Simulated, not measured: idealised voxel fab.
Process module under the name voxel trench capacitor
255 nm wide, 5 nm square cells: that's cross-section cut.
The cross-sections in this document take the form of a grid made of square cells. They are written out as bands, in order from top to bottom. Each band consists of one or more rows of cells.
It is stipulated that each band's entry specify, in nanometres, the height of the top of the band and then that of its bottom, followed by the materials of the band in left-to-right sequence, each together with its width in nanometres. A single material marked by the word "everywhere" is understood to fill the band from edge to edge; the word "air" is understood to denote empty space.
Convention: height 0 is the level below which the wafer, as received, is all one material. The lowest band does not terminate at the bottom but continues downward, represented as "z 0 and below".
The notation "30 to 40" denotes a width that varies across the rows of cells in the band, beginning at the first number in the top row, finishing at the second number in the bottom row, and changing by an identical amount from each row to the next.
"remained the same" (step): cross-section cells unchanged, all of them.
Any empty space of 8 cells or more lacking an open way to the top shows up in "Entrapped void list" as width x height at distance, distance from the left edge, in nm.
If you see something after the settings on a step's line, that's the simulator's own remark about that step.
overlay nm, on a step with a mask: how far to the right of its planned place the mask lay; to the left if negative

### The planned process steps are enumerated hereunder
step 1: RECEIVE, material Si
step 2: CONFORMAL_DEP, material SiN, thk nm 5
step 3: PATTERN, tone open, mask id TRENCH, material resist, width nm 25, pitch nm 40, thk nm 20, overlay nm 0
step 4: DIRECTIONAL_ETCH, etch materials SiN, depth nm 5
step 5: DIRECTIONAL_ETCH, etch materials Si, depth nm 30
step 6: STRIP, etch materials resist
step 7: CONFORMAL_DEP, material HfO2, thk nm 5
step 8: CONFORMAL_DEP, material TiN, thk nm 5
step 9: FILL_DEP, material W, thk nm 5
step 10: CMP, height nm 5

### First out of two wafers; run went to plan

### Cross-section of the wafer at receipt, which is the condition after step 1
z 0 and below = Si everywhere
Entrapped void list: none

### After step 2: wafer cross-section
z 5 to 0 = SiN everywhere
Under the height 0 nothing was changed.

### After step 3: wafer cross-section
z 25 to 5 = resist 95; air 25; resist 15; air 25; resist 95
Under the height 5 nothing was changed.

### After step 4: wafer cross-section
z 25 to 5 = resist 95; air 25; resist 15; air 25; resist 95
z 5 to 0 = SiN 95; air 25; SiN 15; air 25; SiN 95
Under the height 0 nothing was changed.

### After step 5: wafer cross-section
z 25 to 5 = resist 95; air 25; resist 15; air 25; resist 95
z 5 to 0 = SiN 95; air 25; SiN 15; air 25; SiN 95
z 0 to -30 = Si 95; air 25; Si 15; air 25; Si 95
Under the height -30 nothing was changed.

### After step 6: wafer cross-section
z 5 to 0 = SiN 95; air 25; SiN 15; air 25; SiN 95
Under the height 0 nothing was changed.

### After step 7: wafer cross-section
z 10 to 5 = HfO2 100; air 15; HfO2 25; air 15; HfO2 100
z 5 to 0 = SiN 95; HfO2 5; air 15; HfO2 5; SiN 15; HfO2 5; air 15; HfO2 5; SiN 95
z 0 to -25 = Si 95; HfO2 5; air 15; HfO2 5; Si 15; HfO2 5; air 15; HfO2 5; Si 95
z -25 to -30 = Si 95; HfO2 25; Si 15; HfO2 25; Si 95
Under the height -30 nothing was changed.

### After step 8: wafer cross-section
z 15 to 10 = TiN 105; air 5; TiN 35; air 5; TiN 105
z 10 to 5 = HfO2 100; TiN 5; air 5; TiN 5; HfO2 25; TiN 5; air 5; TiN 5; HfO2 100
z 5 to 0 = SiN 95; HfO2 5; TiN 5; air 5; TiN 5; HfO2 5; SiN 15; HfO2 5; TiN 5; air 5; TiN 5; HfO2 5; SiN 95
z 0 to -20 = Si 95; HfO2 5; TiN 5; air 5; TiN 5; HfO2 5; Si 15; HfO2 5; TiN 5; air 5; TiN 5; HfO2 5; Si 95
z -20 to -25 = Si 95; HfO2 5; TiN 15; HfO2 5; Si 15; HfO2 5; TiN 15; HfO2 5; Si 95
Under the height -25 nothing was changed.

### After step 9: wafer cross-section
z 20 to 15 = W everywhere
z 15 to 10 = TiN 105; W 5; TiN 35; W 5; TiN 105
z 10 to 5 = HfO2 100; TiN 5; W 5; TiN 5; HfO2 25; TiN 5; W 5; TiN 5; HfO2 100
z 5 to 0 = SiN 95; HfO2 5; TiN 5; W 5; TiN 5; HfO2 5; SiN 15; HfO2 5; TiN 5; W 5; TiN 5; HfO2 5; SiN 95
z 0 to -20 = Si 95; HfO2 5; TiN 5; W 5; TiN 5; HfO2 5; Si 15; HfO2 5; TiN 5; W 5; TiN 5; HfO2 5; Si 95
Under the height -20 nothing was changed.

### After step 10: wafer cross-section
z 5 to 0 = SiN 95; HfO2 5; TiN 5; W 5; TiN 5; HfO2 5; SiN 15; HfO2 5; TiN 5; W 5; TiN 5; HfO2 5; SiN 95
Under the height 0 nothing was changed.

### The remaining wafer, second of the two, started like the first and was run to the same plan, except that one mistake was made along the way; the two coincide through step 4, inclusive

### Cross-section of the second wafer at the time step 5 of the plan should have ended
z 25 to 5 = resist 95; air 25; resist 15; air 25; resist 95
z 5 to 0 = SiN 95; air 25; SiN 15; air 25; SiN 95
z 0 to -60 = Si 95; air 25; Si 15; air 25; Si 95
Under the height -60 nothing was changed.

### Cross-section of the second wafer at the time step 6 of the plan should have ended
z 5 to 0 = SiN 95; air 25; SiN 15; air 25; SiN 95
Under the height 0 nothing was changed.

### Cross-section of the second wafer at the time step 7 of the plan should have ended
z 10 to 5 = HfO2 100; air 15; HfO2 25; air 15; HfO2 100
z 5 to 0 = SiN 95; HfO2 5; air 15; HfO2 5; SiN 15; HfO2 5; air 15; HfO2 5; SiN 95
z 0 to -55 = Si 95; HfO2 5; air 15; HfO2 5; Si 15; HfO2 5; air 15; HfO2 5; Si 95
z -55 to -60 = Si 95; HfO2 25; Si 15; HfO2 25; Si 95
Under the height -60 nothing was changed.

### Cross-section of the second wafer at the time step 8 of the plan should have ended
z 15 to 10 = TiN 105; air 5; TiN 35; air 5; TiN 105
z 10 to 5 = HfO2 100; TiN 5; air 5; TiN 5; HfO2 25; TiN 5; air 5; TiN 5; HfO2 100
z 5 to 0 = SiN 95; HfO2 5; TiN 5; air 5; TiN 5; HfO2 5; SiN 15; HfO2 5; TiN 5; air 5; TiN 5; HfO2 5; SiN 95
z 0 to -50 = Si 95; HfO2 5; TiN 5; air 5; TiN 5; HfO2 5; Si 15; HfO2 5; TiN 5; air 5; TiN 5; HfO2 5; Si 95
z -50 to -55 = Si 95; HfO2 5; TiN 15; HfO2 5; Si 15; HfO2 5; TiN 15; HfO2 5; Si 95
Under the height -55 nothing was changed.

### Cross-section of the second wafer at the time step 9 of the plan should have ended
z 20 to 15 = W everywhere
z 15 to 10 = TiN 105; W 5; TiN 35; W 5; TiN 105
z 10 to 5 = HfO2 100; TiN 5; W 5; TiN 5; HfO2 25; TiN 5; W 5; TiN 5; HfO2 100
z 5 to 0 = SiN 95; HfO2 5; TiN 5; W 5; TiN 5; HfO2 5; SiN 15; HfO2 5; TiN 5; W 5; TiN 5; HfO2 5; SiN 95
z 0 to -50 = Si 95; HfO2 5; TiN 5; W 5; TiN 5; HfO2 5; Si 15; HfO2 5; TiN 5; W 5; TiN 5; HfO2 5; Si 95
Under the height -50 nothing was changed.

### Cross-section of the second wafer at the time step 10 of the plan should have ended
z 5 to 0 = SiN 95; HfO2 5; TiN 5; W 5; TiN 5; HfO2 5; SiN 15; HfO2 5; TiN 5; W 5; TiN 5; HfO2 5; SiN 95
Under the height 0 nothing was changed.
Deviation from plan: plan step 5 was twice executed
Cell-count delta at end, second wafer over first, by material: HfO2 +24 | Si -60 | TiN +24 | W +12
